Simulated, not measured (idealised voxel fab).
Process module heading - voxel quadruple lines
In the cross-section labelled cut, the width is 225 nm and each square cell is 5 nm.
Cross-section format: a grid of square cells, given as bands from top to bottom; each band is one or more rows of cells. Top height, bottom height, nm. Materials left to right, width each, nm. Single material + "all across" = fills band edge to edge. "blank" = empty. Zero point of the height axis is 0; under it, received wafer = one material. Lowest band: continues down indefinitely, "from 0 down". The two numbers in a width such as "30->40" mark its ends across the band: the first belongs to the top row of cells, the second to the bottom row, and from each row to the next the width moves by the same amount. Take "all unchanged" at face value: in the step it is given for, the cross-section changed in none of its cells. What "Enclosed voids" gives you is every empty space of 8 cells or more that is cut off from the top. Each appears as width x height at distance, with the distance taken from the left edge and width, height and distance all in nm. Formally, on a step line, whatever follows the settings is a remark that the simulator itself makes on the step. The "overlay nm" setting may appear on a step's line; for a step that uses a mask, it gives how far to the right of its planned position the mask lay, and a negative value indicates the left.

-- These are the steps we planned for the process
1: RECEIVE, material Si
2: CONFORMAL_DEP, material Al2O3, thk nm 5
3: DIRECTIONAL_DEP, material TiN, thk nm 15
4: DIRECTIONAL_DEP, material polySi, thk nm 20
5: DIRECTIONAL_DEP, material aC, thk nm 25
6: PATTERN, tone cover, mask id MANDREL, material resist, width nm 25, pitch nm 80, thk nm 35, overlay nm 0
7: DIRECTIONAL_ETCH, etch materials aC, depth nm 25
8: STRIP, etch materials resist
9: CONFORMAL_DEP, material SiO2, thk nm 15
10: DIRECTIONAL_ETCH, etch materials SiO2, depth nm 15
11: STRIP, etch materials aC
12: DIRECTIONAL_ETCH, etch materials polySi, depth nm 20
13: STRIP, etch materials SiO2
14: CONFORMAL_DEP, material SiCN, thk nm 5
15: DIRECTIONAL_ETCH, etch materials SiCN, depth nm 5
16: STRIP, etch materials polySi
17: DIRECTIONAL_ETCH, etch materials TiN, depth nm 15
18: STRIP, etch materials SiCN
19: FILL_DEP, material SiO2, thk nm 10
20: CMP, height nm 20

-- Delivered wafer in cross-section: state after step 1
	from 0 down: Si all across
	Enclosed voids: none

-- Wafer cross-section at end of module: start and plan as shown above, one execution error
	from 20 to 5: 35 nm SiO2 / 5 nm TiN / 15 nm SiO2 / 5 nm TiN / 25 nm SiO2 / 5 nm TiN / 15 nm SiO2 / 5 nm TiN / 5 nm SiO2 / 5 nm TiN / 15 nm SiO2 / 5 nm TiN / 25 nm SiO2 / 5 nm TiN / 15 nm SiO2 / 5 nm TiN / 35 nm SiO2
	from 5 to 0: Al2O3 all across
	from 0 down: Si all across
	Enclosed voids: none
Which mistake was made when the wafer was run? rather than as planned, step 6 actually ran as PATTERN, tone cover, mask id MANDREL, material resist, width nm 35, pitch nm 80, thk nm 35, overlay nm 0
